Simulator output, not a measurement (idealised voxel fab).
Module name: voxel released beams (process module)
The cross-section shown here is cut; it is 225 nm wide and divided into square cells measuring 5 nm on a side.
Each cross-section below is a grid of square cells, stated as bands in top-down order, with one or more rows of cells making up each band.
The entry gives the band's vertical extent as a top height and a bottom height in nm, then its horizontal make-up as materials from left to right, each with a width in nm. "air" stands for empty space; a single material marked "edge to edge" fills the band edge to edge.
For the purposes of this specification, 0 denotes the height below which the wafer in its as-received condition is composed wholly of one material, and the lowermost band, lacking a lower limit, extends downward without end, as expressed in "top 0, no bottom".
Top row gets the first number, bottom row gets the second, and each row in between changes by the same step: that is how a band width like "30->40" works.
It should be understood that the words "everything unchanged", when stated for a given step, signify that the cross-section underwent no change in any of its cells during that step.
"Closed void list" specifies each empty space that is not open to the top and that occupies no fewer than 8 cells, using the form width x height at distance, the distance measured from the left edge and all three quantities in nm.
Read whatever lies past the settings on a step's line as the simulator's own remark about the step.
Regarding "overlay nm": on a step with a mask, it is the distance the mask lay to the right of its planned place; a negative value places it to the left.
[Steps planned for the process]
1 RECEIVE,material Si
2 CONFORMAL_DEP,material Al2O3,thk nm 5
3 DIRECTIONAL_DEP,material SiO2,thk nm 15
4 MASKED_ETCH,tone open,mask id ANCHOR,width nm 35,etch materials SiO2,depth nm 15,overlay nm 0
5 CONFORMAL_DEP,material SiN,thk nm 10
6 MASKED_ETCH,tone cover,mask id BEAM,width nm 100,etch materials SiN,depth nm 10,overlay nm 0
7 STRIP,etch materials SiO2
[What follows covers the first of two wafers; it ran as planned]
[Cross-section: wafer on arrival = after step 1]
> top 0, no bottom = Si edge to edge
> Closed void list: none
[The wafer, seen in cross-section, after step 2]
> top 5, bottom 0 = Al2O3 edge to edge
> Whatever lies below 0 is exactly as it was before.
[The wafer, seen in cross-section, after step 3]
> top 20, bottom 5 = SiO2 edge to edge
> Whatever lies below 5 is exactly as it was before.
[The wafer, seen in cross-section, after step 4]
> top 20, bottom 5 = 65 nm SiO2, then 35 nm air, then 125 nm SiO2
> Whatever lies below 5 is exactly as it was before.
[The wafer, seen in cross-section, after step 5]
> top 30, bottom 20 = 75 nm SiN, then 15 nm air, then 135 nm SiN
> top 20, bottom 15 = 65 nm SiO2, then 10 nm SiN, then 15 nm air, then 10 nm SiN, then 125 nm SiO2
> top 15, bottom 5 = 65 nm SiO2, then 35 nm SiN, then 125 nm SiO2
> Whatever lies below 5 is exactly as it was before.
[The wafer, seen in cross-section, after step 6]
> top 30, bottom 20 = 60 nm air, then 15 nm SiN, then 15 nm air, then 70 nm SiN, then 65 nm air
> Whatever lies below 20 is exactly as it was before.
[The wafer, seen in cross-section, after step 7]
> top 30, bottom 20 = 60 nm air, then 15 nm SiN, then 15 nm air, then 70 nm SiN, then 65 nm air
> top 20, bottom 15 = 65 nm air, then 10 nm SiN, then 15 nm air, then 10 nm SiN, then 125 nm air
> top 15, bottom 5 = 65 nm air, then 35 nm SiN, then 125 nm air
> Whatever lies below 5 is exactly as it was before.
[For the second wafer, take the first wafer's start and plan, then add one mistake made in running it; everything through step 2, that step included, is shared with the first]
[Second wafer, cut view, end of step 3 per plan]
> top 10, bottom 5 = SiO2 edge to edge
> Whatever lies below 5 is exactly as it was before.
[Second wafer, cut view, end of step 4 per plan]
> top 10, bottom 5 = 65 nm SiO2, then 35 nm air, then 125 nm SiO2
> Whatever lies below 5 is exactly as it was before.
[Second wafer, cut view, end of step 5 per plan]
> top 20, bottom 15 = 75 nm SiN, then 15 nm air, then 135 nm SiN
> top 15, bottom 10 = SiN edge to edge
> top 10, bottom 5 = 65 nm SiO2, then 35 nm SiN, then 125 nm SiO2
> Whatever lies below 5 is exactly as it was before.
[Second wafer, cut view, end of step 6 per plan]
> top 20, bottom 15 = 60 nm air, then 15 nm SiN, then 15 nm air, then 70 nm SiN, then 65 nm air
> top 15, bottom 10 = 60 nm air, then 100 nm SiN, then 65 nm air
> Whatever lies below 10 is exactly as it was before.
[Second wafer, cut view, end of step 7 per plan]
> top 20, bottom 15 = 60 nm air, then 15 nm SiN, then 15 nm air, then 70 nm SiN, then 65 nm air
> top 15, bottom 5 = 60->65 nm air, then 100->35 nm SiN, then 65->125 nm air
> Whatever lies below 5 is exactly as it was before.
Nonconformance to the process plan: step 3 changed vs plan, executed as DIRECTIONAL_DEP,material SiO2,thk nm 5
Final wafer comparison in cells, second versus first, more or fewer per material: SiN: 8 fewer
